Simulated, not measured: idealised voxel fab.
process module | voxel air gaps
cross-section cut | 215 nm wide | cells 5 nm
A cross-section is a grid of square cells, given in bands from the top down. A band is one or more rows of cells.
Each band's line starts with the height of the band's top and of its bottom, in nm. Then come its materials from left to right, each with its width in nm. One material with "throughout" fills the band from edge to edge. "air" is empty space.
Height 0 is the level under which the wafer as received is all one material. The lowest band goes on downwards, as in "0 down".
A width such as "30 to 40" changes by the same amount from each row of cells to the next, from the band's top row to its bottom row.
"no change" after a step means that no cell of the cross-section changed.
closed voids: empty space of 8 cells or more with no open way to the top, each as width x height at its distance from the left edge, in nm
after a step's settings: what the simulator itself notes on the step
overlay nm, on a step with a mask: how far to the right of its planned place the mask lay; to the left if negative
plan
1 op RECEIVE | material Si
2 op CONFORMAL_DEP | material SiO2 | thk nm 15
3 op CONFORMAL_DEP | material SiCN | thk nm 5
4 op DIRECTIONAL_DEP | material SiO2 | thk nm 25
5 op DIRECTIONAL_DEP | material aC | thk nm 15
6 op PATTERN | tone open | mask id LINES | material resist | width nm 25 | pitch nm 50 | thk nm 30 | overlay nm 0
7 op DIRECTIONAL_ETCH | etch materials aC | depth nm 15
8 op STRIP | etch materials resist
9 op DIRECTIONAL_ETCH | etch materials SiO2 | depth nm 35
10 op STRIP | etch materials aC
11 op CONFORMAL_DEP | material TiN | thk nm 5
12 op FILL_DEP | material W | thk nm 5
13 op CMP | height nm 55
14 op EPI | material Ru | thk nm 10
15 op SELECTIVE_ETCH | etch materials SiO2 | depth nm 45
16 op CONFORMAL_DEP | material SiCN | thk nm 5
varied across the wafers: thk nm of step 4. The plan shows the first wafer's value. All wafers start alike
first wafer as received, after step 1
  0 down: Si throughout
  closed voids: none
first wafer at the end, after step 16
  70 to 65: SiCN throughout
  65 to 55: Ru throughout
  55 to 50: W throughout
  50 to 45: TiN 50 | W 15 | TiN 35 | W 15 | TiN 35 | W 15 | TiN 50
  45 to 25: SiO2 45 | TiN 5 | W 15 | TiN 5 | SiO2 25 | TiN 5 | W 15 | TiN 5 | SiO2 25 | TiN 5 | W 15 | TiN 5 | SiO2 45
  25 to 20: SiO2 45 | TiN 25 | SiO2 25 | TiN 25 | SiO2 25 | TiN 25 | SiO2 45
  20 to 15: SiCN throughout
  15 to 0: SiO2 throughout
  0 down: Si throughout
  closed voids: none
last wafer at the end
  70 to 65: air 30 | SiCN 155 | air 30
  65 to 55: air 30 | SiCN 5 | Ru 45 | SiCN 5 | Ru 45 | SiCN 5 | Ru 45 | SiCN 5 | air 30
  55 to 50: air 30 | SiCN 15 | TiN 5 | W 15 | TiN 5 | SiCN 25 | TiN 5 | W 15 | TiN 5 | SiCN 25 | TiN 5 | W 15 | TiN 5 | SiCN 15 | air 30
  50 to 25: air 40 | SiCN 5 | TiN 5 | W 15 | TiN 5 | SiCN 5 | air 15 | SiCN 5 | TiN 5 | W 15 | TiN 5 | SiCN 5 | air 15 | SiCN 5 | TiN 5 | W 15 | TiN 5 | SiCN 5 | air 40
  25 to 20: SiCN 45 | TiN 25 | SiCN 25 | TiN 25 | SiCN 25 | TiN 25 | SiCN 45
  20 to 15: SiCN throughout
  15 to 0: SiO2 throughout
  0 down: Si throughout
  closed voids: 15 x 25 at 75; 15 x 25 at 125
each wafer at the end: cells of each material gained (+) or lost (-) since it was received, then its closed voids
thk nm 25 | +86 Ru | +86 SiCN | +269 SiO2 | +73 TiN | +88 W | closed voids: none
thk nm 30 | +86 Ru | +86 SiCN | +297 SiO2 | +79 TiN | +54 W | closed voids: none
thk nm 35 | +54 Ru | +156 SiCN | +129 SiO2 | +51 TiN | +54 W | closed voids: 15 x 25 at 75; 15 x 25 at 125
